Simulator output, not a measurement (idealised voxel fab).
The following is a process module called voxel wiring stack.
Square cell edge 5 nm, section width 245 nm, ID cut.
We lay out every cross-section as a grid of square cells and spell it out in bands from the top down, where one band means one or more rows of cells. Per band: top height and bottom height in nm, followed by the left-to-right materials and their widths in nm; "full width" marks a single material spanning edge to edge, "air" marks empty space. Beneath 0, the wafer as received is one material, and that level is where height counting begins. The lowest band goes on downward without a bottom; it is written like "0 down". A width given as "30 to 40" starts at the first number in the band's top row and ends at the second number in its bottom row, shifting by an equal amount at every step from row to row. Key: "no alteration" - step with no changed cell in the cross-section. The label "Sealed-off cavities" introduces a list of the empty spaces, 8 cells or larger, that have no open way up to the top; each entry in it reads width x height at distance, where the distance is taken from the left edge and all three are stated in nm. It should be noted that, on the line of a given step, the content following the step's settings is a remark produced by the simulator itself with respect to that step. Among the settings permitted on a step's line is "overlay nm"; applied to a step with a mask, it specifies the extent to which the mask lay to the right of its planned position, whereas a negative figure signifies a position to the left.

The steps planned for the process are as follows
1. RECEIVE [material Si]
2. CONFORMAL_DEP [material SiO2] [thk nm 10]
3. DIRECTIONAL_DEP [material TiN] [thk nm 5]
4. DIRECTIONAL_DEP [material Ru] [thk nm 20]
5. PATTERN [tone cover] [mask id METAL_1] [material resist] [width nm 20] [pitch nm 35] [thk nm 15] [overlay nm 0]
6. DIRECTIONAL_ETCH [etch materials Ru] [depth nm 20]
7. DIRECTIONAL_ETCH [etch materials TiN] [depth nm 5]
8. STRIP [etch materials resist]
9. CONFORMAL_DEP [material SiN] [thk nm 5]
10. FILL_DEP [material SiO2] [thk nm 5]
11. CMP [height nm 35]
12. CONFORMAL_DEP [material SiCN] [thk nm 5]
13. DIRECTIONAL_DEP [material SiO2] [thk nm 20]
14. DIRECTIONAL_DEP [material aC] [thk nm 15]
15. PATTERN [tone open] [mask id PLUG_1] [material resist] [width nm 15] [pitch nm 70] [thk nm 30] [overlay nm 0]
16. DIRECTIONAL_ETCH [etch materials aC] [depth nm 15]
17. STRIP [etch materials resist]
18. DIRECTIONAL_ETCH [etch materials SiO2] [depth nm 20]
19. DIRECTIONAL_ETCH [etch materials SiCN] [depth nm 5]
20. STRIP [etch materials aC]
21. EPI [material Ru] [thk nm 10]
22. EPI [material Ru] [thk nm 10]
23. EPI [material Ru] [thk nm 5]
24. DIRECTIONAL_DEP [material TiN] [thk nm 5]
25. DIRECTIONAL_DEP [material Ru] [thk nm 20]
26. MASKED_ETCH [tone cover] [mask id METAL_2] [width nm 20] [pitch nm 35] [etch materials Ru] [depth nm 20] [overlay nm 0]
27. MASKED_ETCH [tone cover] [mask id METAL_2] [width nm 20] [pitch nm 35] [etch materials TiN] [depth nm 5] [overlay nm 0]
28. FILL_DEP [material SiO2] [thk nm 10]
29. CMP [height nm 85]
30. CONFORMAL_DEP [material SiCN] [thk nm 5]
31. DIRECTIONAL_DEP [material SiO2] [thk nm 15]
32. MASKED_ETCH [tone open] [mask id PLUG_2] [width nm 15] [pitch nm 35] [etch materials SiO2] [depth nm 15] [overlay nm 0]
33. MASKED_ETCH [tone open] [mask id PLUG_2] [width nm 15] [pitch nm 35] [etch materials SiCN] [depth nm 5] [overlay nm 0]
34. CONFORMAL_DEP [material TiN] [thk nm 5]
35. FILL_DEP [material W] [thk nm 5]
36. CMP [height nm 105]
37. DIRECTIONAL_DEP [material TiN] [thk nm 5]
38. DIRECTIONAL_DEP [material W] [thk nm 25]
39. PATTERN [tone cover] [mask id METAL_3] [material resist] [width nm 20] [pitch nm 35] [thk nm 20] [overlay nm 0]
40. DIRECTIONAL_ETCH [etch materials W] [depth nm 25]
41. DIRECTIONAL_ETCH [etch materials TiN] [depth nm 5]
42. STRIP [etch materials resist]
43. FILL_DEP [material SiO2] [thk nm 5]
44. CMP [height nm 135]
45. CONFORMAL_DEP [material SiN] [thk nm 5]

The cross-section here shows the wafer as received, i.e. in its state after step 1
> 0 down = Si full width
> Sealed-off cavities: none

End-of-module XS, first of two wafers, run as planned
> 140 to 135 = SiN full width
> 135 to 110 = 60 nm SiO2  20 nm W  15 nm SiO2  20 nm W  15 nm SiO2  20 nm W  15 nm SiO2  20 nm W  60 nm SiO2
> 110 to 105 = 60 nm SiO2  20 nm TiN  15 nm SiO2  20 nm TiN  15 nm SiO2  20 nm TiN  15 nm SiO2  20 nm TiN  60 nm SiO2
> 105 to 90 = 60 nm SiO2  5 nm TiN  5 nm W  5 nm TiN  20 nm SiO2  5 nm TiN  5 nm W  5 nm TiN  20 nm SiO2  5 nm TiN  5 nm W  5 nm TiN  20 nm SiO2  5 nm TiN  5 nm W  5 nm TiN  65 nm SiO2
> 90 to 85 = 60 nm SiCN  15 nm TiN  20 nm SiCN  15 nm TiN  20 nm SiCN  15 nm TiN  20 nm SiCN  15 nm TiN  65 nm SiCN
> 85 to 65 = 60 nm SiO2  20 nm Ru  15 nm SiO2  20 nm Ru  15 nm SiO2  20 nm Ru  15 nm SiO2  20 nm Ru  60 nm SiO2
> 65 to 60 = 60 nm SiO2  20 nm TiN  15 nm SiO2  20 nm TiN  15 nm SiO2  20 nm TiN  15 nm SiO2  20 nm TiN  60 nm SiO2
> 60 to 40 = 60 nm SiO2  15 nm Ru  55 nm SiO2  15 nm Ru  100 nm SiO2
> 40 to 35 = 60 nm SiCN  15 nm Ru  55 nm SiCN  15 nm Ru  100 nm SiCN
> 35 to 15 = 55 nm SiO2  5 nm SiN  20 nm Ru  5 nm SiN  5 nm SiO2  5 nm SiN  20 nm Ru  5 nm SiN  5 nm SiO2  5 nm SiN  20 nm Ru  5 nm SiN  5 nm SiO2  5 nm SiN  20 nm Ru  5 nm SiN  55 nm SiO2
> 15 to 10 = 60 nm SiN  20 nm TiN  15 nm SiN  20 nm TiN  15 nm SiN  20 nm TiN  15 nm SiN  20 nm TiN  60 nm SiN
> 10 to 0 = SiO2 full width
> 0 down = Si full width
> Sealed-off cavities: none

The second wafer, shown in cross-section after the module: started the same way as the first and given the same plan, yet one mistake crept into how it was run
> 140 to 135 = SiN full width
> 135 to 110 = 60 nm SiO2  20 nm W  15 nm SiO2  20 nm W  15 nm SiO2  20 nm W  15 nm SiO2  20 nm W  60 nm SiO2
> 110 to 105 = 60 nm SiO2  20 nm TiN  15 nm SiO2  20 nm TiN  15 nm SiO2  20 nm TiN  15 nm SiO2  20 nm TiN  60 nm SiO2
> 105 to 90 = 60 nm SiO2  5 nm TiN  5 nm W  5 nm TiN  20 nm SiO2  5 nm TiN  5 nm W  5 nm TiN  20 nm SiO2  5 nm TiN  5 nm W  5 nm TiN  20 nm SiO2  5 nm TiN  5 nm W  5 nm TiN  65 nm SiO2
> 90 to 85 = 60 nm SiCN  15 nm TiN  20 nm SiCN  15 nm TiN  20 nm SiCN  15 nm TiN  20 nm SiCN  15 nm TiN  65 nm SiCN
> 85 to 70 = 75 nm SiO2  5 nm Ru  15 nm SiO2  20 nm Ru  30 nm SiO2  5 nm Ru  15 nm SiO2  20 nm Ru  60 nm SiO2
> 70 to 65 = 60 nm SiO2  20 nm Ru  15 nm SiO2  20 nm Ru  15 nm SiO2  20 nm Ru  15 nm SiO2  20 nm Ru  60 nm SiO2
> 65 to 60 = 60 nm SiO2  15 nm Ru  5 nm TiN  15 nm SiO2  20 nm TiN  15 nm SiO2  15 nm Ru  5 nm TiN  15 nm SiO2  20 nm TiN  60 nm SiO2
> 60 to 50 = 60 nm SiO2  15 nm Ru  55 nm SiO2  15 nm Ru  100 nm SiO2
> 50 to 45 = 60 nm SiO2  15 nm TiN  55 nm SiO2  15 nm TiN  100 nm SiO2
> 45 to 40 = SiO2 full width
> 40 to 35 = SiCN full width
> 35 to 15 = 55 nm SiO2  5 nm SiN  20 nm Ru  5 nm SiN  5 nm SiO2  5 nm SiN  20 nm Ru  5 nm SiN  5 nm SiO2  5 nm SiN  20 nm Ru  5 nm SiN  5 nm SiO2  5 nm SiN  20 nm Ru  5 nm SiN  55 nm SiO2
> 15 to 10 = 60 nm SiN  20 nm TiN  15 nm SiN  20 nm TiN  15 nm SiN  20 nm TiN  15 nm SiN  20 nm TiN  60 nm SiN
> 10 to 0 = SiO2 full width
> 0 down = Si full width
> Sealed-off cavities: none
So what did we get wrong on this run? not per plan at step 18, really ran DIRECTIONAL_ETCH [etch materials SiO2] [depth nm 15]
The second wafer ends with more or fewer cells of some materials than the first, per final count: Ru -30, SiCN +6, SiO2 +24
